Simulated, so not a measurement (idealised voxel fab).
Proc. module: voxel wiring stack
Cross-section cut: width 200 nm, square cells of 5 nm.
Format of a cross-section: grid, square cells. Given as bands. Order: top down. Band: one or more rows of cells. What a band's entry tells you: where the top is and where the bottom is, as heights in nm, and after that what lies inside, material by material from left to right, each with its width in nm. Empty space is written as the word "air", and a single material marked with the word "throughout" occupies the band from edge to edge. Below 0: as-received wafer, all one material; heights counted from there. Lowest band: no bottom, goes on down, written "0 down". So if you see something like "30..40" for the width, read it as the top row of the band sitting at the first number and the bottom row at the second, with every row in between moving by the same amount as the last. "everything unchanged" after a step means that no cell of the cross-section changed. "Closed voids list" contains a list of empty spaces, each no smaller than 8 cells and without an open way to the top, written in the form width x height at distance with the distance from the left edge and all three in nm. It should be noted that, on the line of a given step, the content following the step's settings is a remark produced by the simulator itself with respect to that step. A step line may carry the setting "overlay nm", which, for steps involving a mask, states the distance by which the mask lay to the right of its intended position; negative values denote displacement to the left.

## plan
1: RECEIVE | material Si
2: CONFORMAL_DEP | material SiO2 | thk nm 15
3: DIRECTIONAL_DEP | material TiN | thk nm 5
4: DIRECTIONAL_DEP | material W | thk nm 25
5: PATTERN | tone cover | mask id METAL_1 | material resist | width nm 25 | pitch nm 55 | thk nm 20 | overlay nm 0
6: DIRECTIONAL_ETCH | etch materials W | depth nm 25
7: DIRECTIONAL_ETCH | etch materials TiN | depth nm 5
8: STRIP | etch materials resist
9: CONFORMAL_DEP | material SiCN | thk nm 5
10: FILL_DEP | material lowk | thk nm 5
11: CMP | height nm 45
12: CONFORMAL_DEP | material SiCN | thk nm 5
13: DIRECTIONAL_DEP | material lowk | thk nm 20
14: DIRECTIONAL_DEP | material aC | thk nm 15
15: PATTERN | tone open | mask id PLUG_1 | material resist | width nm 15 | thk nm 30 | overlay nm 0
16: DIRECTIONAL_ETCH | etch materials aC | depth nm 15
17: STRIP | etch materials resist
18: DIRECTIONAL_ETCH | etch materials lowk | depth nm 20
19: DIRECTIONAL_ETCH | etch materials SiCN | depth nm 5
20: STRIP | etch materials aC
21: EPI | material Ru | thk nm 10
22: EPI | material Ru | thk nm 10
23: EPI | material Ru | thk nm 5
24: DIRECTIONAL_DEP | material TiN | thk nm 5
25: DIRECTIONAL_DEP | material Ru | thk nm 20
26: DIRECTIONAL_DEP | material aC | thk nm 15
27: PATTERN | tone cover | mask id METAL_2 | material resist | width nm 25 | pitch nm 55 | thk nm 30 | overlay nm 0
28: DIRECTIONAL_ETCH | etch materials aC | depth nm 15
29: STRIP | etch materials resist
30: DIRECTIONAL_ETCH | etch materials Ru | depth nm 20
31: DIRECTIONAL_ETCH | etch materials TiN | depth nm 5
32: STRIP | etch materials aC
33: CONFORMAL_DEP | material SiN | thk nm 5
34: FILL_DEP | material SiO2 | thk nm 10
35: CMP | height nm 95
36: CONFORMAL_DEP | material SiCN | thk nm 5
37: DIRECTIONAL_DEP | material lowk | thk nm 10
38: DIRECTIONAL_DEP | material aC | thk nm 10
39: PATTERN | tone open | mask id PLUG_2 | material resist | width nm 15 | pitch nm 55 | thk nm 25 | overlay nm 0
40: DIRECTIONAL_ETCH | etch materials aC | depth nm 10
41: STRIP | etch materials resist
42: DIRECTIONAL_ETCH | etch materials lowk | depth nm 10
43: DIRECTIONAL_ETCH | etch materials SiCN | depth nm 5
44: STRIP | etch materials aC
45: CONFORMAL_DEP | material TiN | thk nm 5
46: FILL_DEP | material Ru | thk nm 10
47: CMP | height nm 110
48: CONFORMAL_DEP | material SiN | thk nm 5
49: DIRECTIONAL_DEP | material SiO2 | thk nm 25
50: PATTERN | tone open | mask id METAL_3 | material resist | width nm 25 | pitch nm 55 | thk nm 20 | overlay nm 0
51: DIRECTIONAL_ETCH | etch materials SiO2 | depth nm 25
52: DIRECTIONAL_ETCH | etch materials SiN | depth nm 5
53: STRIP | etch materials resist
54: CONFORMAL_DEP | material TiN | thk nm 5
55: FILL_DEP | material Cu | thk nm 10
56: CMP | height nm 140
57: CONFORMAL_DEP | material SiCN | thk nm 5

## Wafer cross-section on receipt, i.e. after step 1
	0 down | Si throughout
	Closed voids list: none

## Wafer cross-section at end of module: start and plan as shown above, one execution error
	145 to 140 | SiCN throughout
	140 to 115 | SiO2=60  TiN=5  Cu=15  TiN=5  SiO2=30  TiN=5  Cu=15  TiN=5  SiO2=60
	115 to 110 | SiN=60  TiN=25  SiN=30  TiN=25  SiN=60
	110 to 100 | lowk=60  TiN=5  Ru=5  TiN=5  lowk=40  TiN=5  Ru=5  TiN=5  lowk=70
	100 to 95 | SiCN=60  TiN=15  SiCN=40  TiN=15  SiCN=70
	95 to 75 | SiO2=50  SiN=5  Ru=25  SiN=5  SiO2=20  SiN=5  Ru=25  SiN=5  SiO2=60
	75 to 70 | SiN=55  TiN=25  SiN=30  TiN=25  SiN=65
	70 to 50 | lowk=60  Ru=15  lowk=125
	50 to 45 | SiCN=60  Ru=15  SiCN=125
	45 to 20 | lowk=55  SiCN=5  W=25  SiCN=5  lowk=20  SiCN=5  W=25  SiCN=5  lowk=55
	20 to 15 | SiCN=60  TiN=25  SiCN=30  TiN=25  SiCN=60
	15 to 0 | SiO2 throughout
	0 down | Si throughout
	Closed voids list: none
Run error: step 27 did not happen as planned, as run it was PATTERN | tone cover | mask id METAL_2 | material resist | width nm 25 | pitch nm 55 | thk nm 30 | overlay nm -5
